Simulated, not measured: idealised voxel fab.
Process module name: voxel spacer lines
Cross-section cut spans 300 nm and uses square cells 5 nm in size.
Each cross-section below is a grid of square cells, stated as bands in top-down order, with one or more rows of cells making up each band.
This entry defines a band. It first specifies the height of the band's top and the height of its bottom in nm, and then specifies the band's materials from left to right, stating each material with its width in nm. The word "all across" identifies a single material that fills the band from edge to edge, while the word "blank" identifies empty space.
Heads up on the height convention: 0 is the point under which the incoming wafer is all one material, and the lowest band has no bottom, it just keeps going down, like "0 nm and below".
Read "30->40" as a graded width: first number on top, second number at the bottom, same change between each pair of neighbouring rows.
"no change" for a step: no cell of the cross-section changed in that step.
Empty spaces counting at least 8 cells and having no open way to the top are listed in "Enclosed internal voids". The notation width x height at distance is used for each, the distance being from the left edge and all three values in nm.
That trailing text on a step's line, after the settings, is the simulator's own remark on the step.
If you see "overlay nm" on a step's line and that step has a mask, it's telling you how far right of where it was planned the mask ended up; a negative number means it went left instead.
Below is the list of planned process steps:
- 1: RECEIVE,material Si
- 2: CONFORMAL_DEP,material Al2O3,thk nm 10
- 3: DIRECTIONAL_DEP,material W,thk nm 15
- 4: DIRECTIONAL_DEP,material polySi,thk nm 25
- 5: PATTERN,tone cover,mask id MANDREL,material resist,width nm 15,pitch nm 50,thk nm 30,overlay nm 0
- 6: DIRECTIONAL_ETCH,etch materials polySi,depth nm 25
- 7: STRIP,etch materials resist
- 8: CONFORMAL_DEP,material SiO2,thk nm 10
- 9: DIRECTIONAL_ETCH,etch materials SiO2,depth nm 10
- 10: STRIP,etch materials polySi
- 11: DIRECTIONAL_ETCH,etch materials W,depth nm 15
- 12: STRIP,etch materials SiO2
- 13: FILL_DEP,material SiO2,thk nm 5
- 14: CMP,height nm 25
Delivered wafer in cross-section: state after step 1:
0 nm and below  Si all across
Enclosed internal voids: none
First wafer of two, sectioned at end of module; run went per plan:
25 nm to 10 nm  SiO2 105 / W 10 / SiO2 15 / W 10 / SiO2 15 / W 10 / SiO2 15 / W 10 / SiO2 110
10 nm to 0 nm  Al2O3 all across
0 nm and below  Si all across
Enclosed internal voids: none
Second wafer through the module, sectioned at the end: same beginning and same plan as the first wafer, with one mistake in carrying it out:
25 nm to 20 nm  SiO2 all across
20 nm to 5 nm  SiO2 105 / W 10 / SiO2 15 / W 10 / SiO2 15 / W 10 / SiO2 15 / W 10 / SiO2 110
5 nm to 0 nm  Al2O3 all across
0 nm and below  Si all across
Enclosed internal voids: none
It is concluded that the wafer was processed incorrectly with respect to the plan, in that for step 2, the planned setting was not used; the step was instead run as CONFORMAL_DEP,material Al2O3,thk nm 5
Per the end-of-run cell counts, the second wafer holds more or fewer of some materials than the first: Al2O3 -60, SiO2 +60
